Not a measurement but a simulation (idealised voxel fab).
The name of this process module is voxel transistor to metal.
Pictured: cross-section cut, 170 nm wide, on a grid of 5 nm square cells.
A cross-section is written here as square cells arranged in a grid, and it is given in bands from the top down, each band taking up one or more rows of cells.
Basically the band line says how high the top is and how high the bottom is, in nm, and then what's in it from left to right, every material with its width in nm. Empty space shows up as "blank", and if a single material carries "full width" it runs the full band edge to edge.
We count height from 0. Below that, the starting wafer is all one material. The lowest band never ends at the bottom but goes on down; see "0 down" for how that is written.
The width entry "30..40" should be interpreted row by row: the top row of cells in the band takes the first number, the bottom row takes the second number, and the change between adjacent rows is uniform throughout.
A step reported as "no alteration" is a step in which no cell of the cross-section changed.
The label "Unvented internal voids" introduces a list of the empty spaces, 8 cells or larger, that have no open way up to the top; each entry in it reads width x height at distance, where the distance is taken from the left edge and all three are stated in nm.
after a step's settings: what the simulator itself notes on the step
Steps that use a mask can have "overlay nm" on their line. It says how far the mask sat to the right of where it was meant to be. Negative means to the left.

# Steps in the process plan
| 1 | RECEIVE | material Si |
| 2 | OXIDIZE | depth nm 5 |
| 3 | CONFORMAL_DEP | material SiN | thk nm 10 |
| 4 | DIRECTIONAL_DEP | material aC | thk nm 10 |
| 5 | PATTERN | tone cover | mask id ACTIVE | material resist | width nm 105 | thk nm 25 | overlay nm 0 |
| 6 | DIRECTIONAL_ETCH | etch materials aC | depth nm 10 |
| 7 | STRIP | etch materials resist |
| 8 | DIRECTIONAL_ETCH | etch materials SiN | depth nm 10 |
| 9 | DIRECTIONAL_ETCH | etch materials SiO2 | depth nm 5 |
| 10 | DIRECTIONAL_ETCH | etch materials Si | depth nm 20 |
| 11 | STRIP | etch materials aC |
| 12 | FILL_DEP | material SiO2 | thk nm 10 |
| 13 | CMP | height nm 10 |
| 14 | SELECTIVE_ETCH | etch materials SiO2 | depth nm 10 |
| 15 | STRIP | etch materials SiN |
| 16 | SELECTIVE_ETCH | etch materials SiO2 | depth nm 5 |
| 17 | OXIDIZE | depth nm 5 |
| 18 | DIRECTIONAL_DEP | material polySi | thk nm 25 |
| 19 | DIRECTIONAL_DEP | material SiCN | thk nm 10 |
| 20 | MASKED_ETCH | tone cover | mask id GATE | width nm 15 | etch materials SiCN | depth nm 20 | overlay nm 0 |
| 21 | MASKED_ETCH | tone cover | mask id GATE | width nm 15 | etch materials polySi | depth nm 35 | overlay nm 0 |
| 22 | CONFORMAL_DEP | material SiN | thk nm 10 |
| 23 | DIRECTIONAL_ETCH | etch materials SiN | depth nm 5 |
| 24 | DIRECTIONAL_ETCH | etch materials SiO2 | depth nm 5 |
| 25 | DIRECTIONAL_ETCH | etch materials Si | depth nm 10 |
| 26 | EPI | material pSi | thk nm 10 |
| 27 | FILL_DEP | material SiO2 | thk nm 5 |
| 28 | CMP | height nm 30 |
| 29 | DIRECTIONAL_DEP | material SiO2 | thk nm 10 |
| 30 | MASKED_ETCH | tone open | mask id CONTACT | width nm 30 | pitch nm 55 | etch materials SiO2 | depth nm 50 | overlay nm 0 |
| 31 | CONFORMAL_DEP | material TiN | thk nm 5 |
| 32 | FILL_DEP | material Ru | thk nm 5 |
| 33 | CMP | height nm 40 |
| 34 | DIRECTIONAL_DEP | material TiN | thk nm 5 |
| 35 | DIRECTIONAL_DEP | material W | thk nm 15 |
| 36 | MASKED_ETCH | tone cover | mask id METAL_1 | width nm 20 | pitch nm 65 | etch materials W | depth nm 15 | overlay nm 0 |
| 37 | MASKED_ETCH | tone cover | mask id METAL_1 | width nm 20 | pitch nm 65 | etch materials TiN | depth nm 5 | overlay nm 0 |
| 38 | FILL_DEP | material SiO2 | thk nm 10 |
| 39 | CMP | height nm 60 |
| 40 | CONFORMAL_DEP | material SiCN | thk nm 5 |
The plan's step 23 depth nm is the first wafer's value; the wafers differ in this setting and start identical.

# The first of several wafers in cross-section, exactly as it reached us after step 1
  0 down  Si full width
  Unvented internal voids: none

# The following table contains a row per wafer, in which are reported, at the conclusion of the module, the cells of each material gained (+) or lost (-) since the wafer's receipt, with its closed voids given thereafter
depth nm 5, +44 Ru, -107 Si, +40 SiCN, +55 SiN, +323 SiO2, +48 TiN, +24 W, +15 polySi, Unvented internal voids: none
depth nm 10, +48 Ru, -135 Si, +40 SiCN, +28 SiN, +330 SiO2, +56 TiN, +24 W, +36 pSi, +15 polySi, Unvented internal voids: none
depth nm 15, +50 Ru, -135 Si, +40 SiCN, +24 SiN, +332 SiO2, +56 TiN, +24 W, +36 pSi, +15 polySi, Unvented internal voids: none
depth nm 20, +52 Ru, -135 Si, +40 SiCN, +20 SiN, +334 SiO2, +56 TiN, +24 W, +36 pSi, +15 polySi, Unvented internal voids: none
